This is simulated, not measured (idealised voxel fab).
Name of the process module below: voxel air gaps
Section shown: cut. Width: 170 nm. Cell size: 5 nm, square.
A cross-section is written here as square cells arranged in a grid, and it is given in bands from the top down, each band taking up one or more rows of cells.
This entry defines a band. It first specifies the height of the band's top and the height of its bottom in nm, and then specifies the band's materials from left to right, stating each material with its width in nm. The word "all across" identifies a single material that fills the band from edge to edge, while the word "air" identifies empty space.
We count height from 0. Below that, the starting wafer is all one material. The lowest band never ends at the bottom but goes on down; see "from 0 down" for how that is written.
A width such as "30..40" changes by the same amount from each row of cells to the next, from the band's top row to its bottom row.
The cross-section has no changed cell in any step marked "no change occurred".
The entry "Closed void catalog" lists the empty spaces that cover at least 8 cells and have no open path to the top. Each is written as width x height at distance, where the distance is measured from the left edge and all three values are in nm.
Formally, on a step line, whatever follows the settings is a remark that the simulator itself makes on the step.
On any step carrying a mask, the "overlay nm" setting, if present on the step's line, tells how far right of its planned place the mask lay; negative values point to the left.
-- These are the steps we planned for the process
1,RECEIVE with material Si
2,CONFORMAL_DEP with material SiO2, thk nm 15
3,CONFORMAL_DEP with material SiCN, thk nm 5
4,DIRECTIONAL_DEP with material SiO2, thk nm 40
5,PATTERN with tone open, mask id LINES, material resist, width nm 25, pitch nm 50, thk nm 15, overlay nm 0
6,DIRECTIONAL_ETCH with etch materials SiO2, depth nm 40
7,STRIP with etch materials resist
8,CONFORMAL_DEP with material TiN, thk nm 5
9,FILL_DEP with material Cu, thk nm 5
10,CMP with height nm 60
11,EPI with material Ru, thk nm 10
12,SELECTIVE_ETCH with etch materials SiO2, depth nm 50
13,CONFORMAL_DEP with material SiCN, thk nm 5
-- Received-state cross-section, reflecting completion of step 1
- from 0 down  Si all across
- Closed void catalog: none
-- First of two wafers, end-of-module section, run followed plan
- from 75 to 70  air (5) / SiCN (155) / air (10)
- from 70 to 60  air (5) / SiCN (5) / Ru (45) / SiCN (5) / Ru (45) / SiCN (5) / Ru (45) / SiCN (5) / air (10)
- from 60 to 55  air (5) / SiCN (15) / TiN (5) / Cu (15) / TiN (5) / SiCN (25) / TiN (5) / Cu (15) / TiN (5) / SiCN (25) / TiN (5) / Cu (15) / TiN (5) / SiCN (15) / air (10)
- from 55 to 25  air (15) / SiCN (5) / TiN (5) / Cu (15) / TiN (5) / SiCN (5) / air (15) / SiCN (5) / TiN (5) / Cu (15) / TiN (5) / SiCN (5) / air (15) / SiCN (5) / TiN (5) / Cu (15) / TiN (5) / SiCN (5) / air (20)
- from 25 to 20  SiCN (20) / TiN (25) / SiCN (25) / TiN (25) / SiCN (25) / TiN (25) / SiCN (25)
- from 20 to 15  SiCN all across
- from 15 to 0  SiO2 all across
- from 0 down  Si all across
- Closed void catalog: 15 x 30 at 50; 15 x 30 at 100
-- Wafer two (of two), end-of-module cross-section: start = wafer one, plan = wafer one, one run mistake
- from 70 to 60  air (10) / Ru (45) / air (5) / Ru (45) / air (5) / Ru (45) / air (15)
- from 60 to 25  air (20) / TiN (5) / Cu (15) / TiN (5) / air (25) / TiN (5) / Cu (15) / TiN (5) / air (25) / TiN (5) / Cu (15) / TiN (5) / air (25)
- from 25 to 20  air (20) / TiN (25) / air (25) / TiN (25) / air (25) / TiN (25) / air (25)
- from 20 to 15  SiCN all across
- from 15 to 0  SiO2 all across
- from 0 down  Si all across
- Closed void catalog: none
Plan not followed: step 13 of the plan was excluded from execution and never run
End check, counted in cells, second wafer has more or fewer of these materials than the first: -110 SiCN
End state: 2 closed voids on the first wafer, 0 on the second.
